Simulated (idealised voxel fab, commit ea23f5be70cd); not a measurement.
process module | voxel spacer lines
cross-section cut | 225 nm wide | cells 5 nm
A cross-section is a grid of square cells, given in bands from the top down. A band is one or more rows of cells.
Each band's line starts with the height of the band's top and of its bottom, in nm. Then come its materials from left to right, each with its width in nm. One material with "throughout" fills the band from edge to edge. "air" is empty space.
Height 0 is the level under which the wafer as received is all one material. The lowest band goes on downwards, as in "0 down".
A width such as "30 to 40" changes by the same amount from each row of cells to the next, from the band's top row to its bottom row.
"no change" after a step means that no cell of the cross-section changed.
closed voids: empty space of 8 cells or more with no open way to the top, each as width x height at its distance from the left edge, in nm
after a step's settings: what the simulator itself notes on the step
overlay nm, on a step with a mask: how far to the right of its planned place the mask lay; to the left if negative
plan
1 op RECEIVE | material Si
2 op CONFORMAL_DEP | material SiO2 | thk nm 10
3 op DIRECTIONAL_DEP | material W | thk nm 15
4 op DIRECTIONAL_DEP | material aC | thk nm 25
5 op PATTERN | tone cover | mask id MANDREL | material resist | width nm 25 | pitch nm 70 | thk nm 35 | overlay nm 0
6 op DIRECTIONAL_ETCH | etch materials aC | depth nm 25
7 op STRIP | etch materials resist
8 op CONFORMAL_DEP | material SiN | thk nm 10
9 op DIRECTIONAL_ETCH | etch materials SiN | depth nm 10
10 op STRIP | etch materials aC
11 op DIRECTIONAL_ETCH | etch materials W | depth nm 15
12 op STRIP | etch materials SiN
as received, after step 1
  0 down: Si throughout
  closed voids: none
first wafer at the end, as planned
  25 to 10: air 20 | W 10 | air 25 | W 10 | air 25 | W 10 | air 25 | W 10 | air 25 | W 10 | air 25 | W 10 | air 20
  10 to 0: SiO2 throughout
  0 down: Si throughout
  closed voids: none
second wafer at the end: like start, like plan, one mistake
  35 to 10: aC throughout
  10 to 0: SiO2 throughout
  0 down: Si throughout
  closed voids: none
what went wrong: steps 3 and 4 were swapped
at the end the second wafer has, in cells: 36 fewer of W | 225 more of aC
